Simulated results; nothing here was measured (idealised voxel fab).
Module name: voxel ribs on slabs (process module)
The width of the displayed cross-section, cut, is 215 nm; its cells are square, with a size of 5 nm.
For the purposes of this document, a cross-section shall be understood as a grid of square cells, specified as bands listed in top-to-bottom order, each band consisting of one or more rows of cells.
The entry gives the band's vertical extent as a top height and a bottom height in nm, then its horizontal make-up as materials from left to right, each with a width in nm. "blank" stands for empty space; a single material marked "edge to edge" fills the band edge to edge.
Basically, 0 is our baseline, since under it the wafer straight out of the box is all one material. The bottom band has no lower end and keeps on going down, so it looks like "z 0 and below".
You'd read "30->40" like this: the band's top row of cells is as wide as the first number, its bottom row is as wide as the second, and going down, every row changes width by the same amount as the row before did.
"stayed the same" -> step changed no cross-section cell.
Basically, "Enclosed cavities" tells you about the enclosed voids: empty spaces with no open way to the top, 8 cells or bigger, each written width x height at distance, where distance is from the left edge, all in nm.
It should be noted that, on the line of a given step, the content following the step's settings is a remark produced by the simulator itself with respect to that step.
overlay nm: for a step with a mask, the amount by which the mask lay right of where it was planned; a negative amount means left of it.

**So here's the lineup of process steps we planned**
step 1: RECEIVE [material Si]
step 2: DIRECTIONAL_DEP [material SiO2] [thk nm 20]
step 3: DIRECTIONAL_DEP [material SiN] [thk nm 25]
step 4: MASKED_ETCH [tone cover] [mask id RIB] [width nm 30] [etch materials SiN] [depth nm 10] [overlay nm 0]
step 5: DIRECTIONAL_DEP [material aC] [thk nm 15]
step 6: PATTERN [tone cover] [mask id SLAB] [material resist] [width nm 60] [thk nm 30] [overlay nm 0]
step 7: DIRECTIONAL_ETCH [etch materials aC] [depth nm 15]
step 8: STRIP [etch materials resist]
step 9: DIRECTIONAL_ETCH [etch materials SiN] [depth nm 15]
step 10: STRIP [etch materials aC]
step 11: FILL_DEP [material SiO2] [thk nm 20]
step 12: CMP [height nm 55]
step 13: DIRECTIONAL_DEP [material TiN] [thk nm 5]
step 14: PATTERN [tone cover] [mask id HEATER] [material resist] [width nm 40] [thk nm 15] [overlay nm 0]
step 15: DIRECTIONAL_ETCH [etch materials TiN] [depth nm 5]
step 16: STRIP [etch materials resist]
step 17: CONFORMAL_DEP [material SiO2] [thk nm 10]

**So, the first of our two wafers, run just as we planned it**

**Wafer at receipt (post step 1), cross-section**
	z 0 and below | Si edge to edge
	Enclosed cavities: none

**The wafer in cross-section once step 2 is complete**
	z 20 to 0 | SiO2 edge to edge
	All layers under 0 are left as they were.

**The wafer in cross-section once step 3 is complete**
	z 45 to 20 | SiN edge to edge
	All layers under 20 are left as they were.

**The wafer in cross-section once step 4 is complete**
	z 45 to 35 | blank 90 nm; SiN 30 nm; blank 95 nm
	All layers under 35 are left as they were.

**The wafer in cross-section once step 5 is complete**
	z 60 to 50 | blank 90 nm; aC 30 nm; blank 95 nm
	z 50 to 45 | aC edge to edge
	z 45 to 35 | aC 90 nm; SiN 30 nm; aC 95 nm
	All layers under 35 are left as they were.

**The wafer in cross-section once step 6 is complete**
	z 90 to 60 | blank 75 nm; resist 60 nm; blank 80 nm
	z 60 to 50 | blank 75 nm; resist 15 nm; aC 30 nm; resist 15 nm; blank 80 nm
	All layers under 50 are left as they were.

**The wafer in cross-section once step 7 is complete**
	z 75 to 60 | blank 75 nm; resist 60 nm; blank 80 nm
	z 60 to 50 | blank 75 nm; resist 15 nm; aC 30 nm; resist 15 nm; blank 80 nm
	z 50 to 45 | blank 75 nm; aC 60 nm; blank 80 nm
	z 45 to 35 | blank 75 nm; aC 15 nm; SiN 30 nm; aC 15 nm; blank 80 nm
	All layers under 35 are left as they were.

**The wafer in cross-section once step 8 is complete**
	z 60 to 50 | blank 90 nm; aC 30 nm; blank 95 nm
	All layers under 50 are left as they were.

**The wafer in cross-section once step 9 is complete**
	z 60 to 50 | blank 90 nm; aC 30 nm; blank 95 nm
	z 50 to 45 | blank 75 nm; aC 60 nm; blank 80 nm
	z 45 to 35 | blank 75 nm; aC 15 nm; SiN 30 nm; aC 15 nm; blank 80 nm
	z 35 to 20 | blank 75 nm; SiN 60 nm; blank 80 nm
	All layers under 20 are left as they were.

**The wafer in cross-section once step 10 is complete**
	z 45 to 35 | blank 90 nm; SiN 30 nm; blank 95 nm
	All layers under 35 are left as they were.

**The wafer in cross-section once step 11 is complete**
	z 65 to 45 | SiO2 edge to edge
	z 45 to 35 | SiO2 90 nm; SiN 30 nm; SiO2 95 nm
	z 35 to 20 | SiO2 75 nm; SiN 60 nm; SiO2 80 nm
	All layers under 20 are left as they were.

**The wafer in cross-section once step 12 is complete**
	z 55 to 45 | SiO2 edge to edge
	All layers under 45 are left as they were.

**The wafer in cross-section once step 13 is complete**
	z 60 to 55 | TiN edge to edge
	All layers under 55 are left as they were.

**The wafer in cross-section once step 14 is complete**
	z 75 to 60 | blank 85 nm; resist 40 nm; blank 90 nm
	All layers under 60 are left as they were.

**The wafer in cross-section once step 15 is complete**
	z 75 to 60 | blank 85 nm; resist 40 nm; blank 90 nm
	z 60 to 55 | blank 85 nm; TiN 40 nm; blank 90 nm
	All layers under 55 are left as they were.

**The wafer in cross-section once step 16 is complete**
	z 60 to 55 | blank 85 nm; TiN 40 nm; blank 90 nm
	All layers under 55 are left as they were.

**The wafer in cross-section once step 17 is complete**
	z 70 to 65 | blank 75 nm; SiO2 60 nm; blank 80 nm
	z 65 to 60 | SiO2 edge to edge
	z 60 to 55 | SiO2 85 nm; TiN 40 nm; SiO2 90 nm
	All layers under 55 are left as they were.

**Second Wafer (Identical Start and Plan, One Processing Error; Matches First Wafer Through Step 2)**

**Cross-section: second wafer, time at which step 3 was scheduled to end**
	z 70 to 20 | SiN edge to edge
	All layers under 20 are left as they were.

**Cross-section: second wafer, time at which step 4 was scheduled to end**
	z 70 to 60 | blank 90 nm; SiN 30 nm; blank 95 nm
	All layers under 60 are left as they were.

**Cross-section: second wafer, time at which step 5 was scheduled to end**
	z 85 to 75 | blank 90 nm; aC 30 nm; blank 95 nm
	z 75 to 70 | aC edge to edge
	z 70 to 60 | aC 90 nm; SiN 30 nm; aC 95 nm
	All layers under 60 are left as they were.

**Cross-section: second wafer, time at which step 6 was scheduled to end**
	z 115 to 85 | blank 75 nm; resist 60 nm; blank 80 nm
	z 85 to 75 | blank 75 nm; resist 15 nm; aC 30 nm; resist 15 nm; blank 80 nm
	All layers under 75 are left as they were.

**Cross-section: second wafer, time at which step 7 was scheduled to end**
	z 100 to 85 | blank 75 nm; resist 60 nm; blank 80 nm
	z 85 to 75 | blank 75 nm; resist 15 nm; aC 30 nm; resist 15 nm; blank 80 nm
	z 75 to 70 | blank 75 nm; aC 60 nm; blank 80 nm
	z 70 to 60 | blank 75 nm; aC 15 nm; SiN 30 nm; aC 15 nm; blank 80 nm
	All layers under 60 are left as they were.

**Cross-section: second wafer, time at which step 8 was scheduled to end**
	z 85 to 75 | blank 90 nm; aC 30 nm; blank 95 nm
	All layers under 75 are left as they were.

**Cross-section: second wafer, time at which step 9 was scheduled to end**
	z 85 to 75 | blank 90 nm; aC 30 nm; blank 95 nm
	z 75 to 70 | blank 75 nm; aC 60 nm; blank 80 nm
	z 70 to 60 | blank 75 nm; aC 15 nm; SiN 30 nm; aC 15 nm; blank 80 nm
	z 60 to 45 | blank 75 nm; SiN 60 nm; blank 80 nm
	All layers under 45 are left as they were.

**Cross-section: second wafer, time at which step 10 was scheduled to end**
	z 70 to 60 | blank 90 nm; SiN 30 nm; blank 95 nm
	All layers under 60 are left as they were.

**Cross-section: second wafer, time at which step 11 was scheduled to end**
	z 90 to 70 | SiO2 edge to edge
	z 70 to 60 | SiO2 90 nm; SiN 30 nm; SiO2 95 nm
	z 60 to 45 | SiO2 75 nm; SiN 60 nm; SiO2 80 nm
	All layers under 45 are left as they were.

**Cross-section: second wafer, time at which step 12 was scheduled to end**
	z 55 to 45 | SiO2 75 nm; SiN 60 nm; SiO2 80 nm
	All layers under 45 are left as they were.

**Cross-section: second wafer, time at which step 13 was scheduled to end**
	z 60 to 55 | TiN edge to edge
	All layers under 55 are left as they were.

**Cross-section: second wafer, time at which step 14 was scheduled to end**
	z 75 to 60 | blank 85 nm; resist 40 nm; blank 90 nm
	All layers under 60 are left as they were.

**Cross-section: second wafer, time at which step 15 was scheduled to end**
	z 75 to 60 | blank 85 nm; resist 40 nm; blank 90 nm
	z 60 to 55 | blank 85 nm; TiN 40 nm; blank 90 nm
	All layers under 55 are left as they were.

**Cross-section: second wafer, time at which step 16 was scheduled to end**
	z 60 to 55 | blank 85 nm; TiN 40 nm; blank 90 nm
	All layers under 55 are left as they were.

**Cross-section: second wafer, time at which step 17 was scheduled to end**
	z 70 to 65 | blank 75 nm; SiO2 60 nm; blank 80 nm
	z 65 to 60 | SiO2 edge to edge
	z 60 to 55 | SiO2 85 nm; TiN 40 nm; SiO2 90 nm
	All layers under 55 are left as they were.
What was done differently from what was planned? the plan had its step 3 run twice
Final tally in cells, some materials are higher or lower on the second wafer than on the first: SiN: 191 more; SiO2: 191 fewer
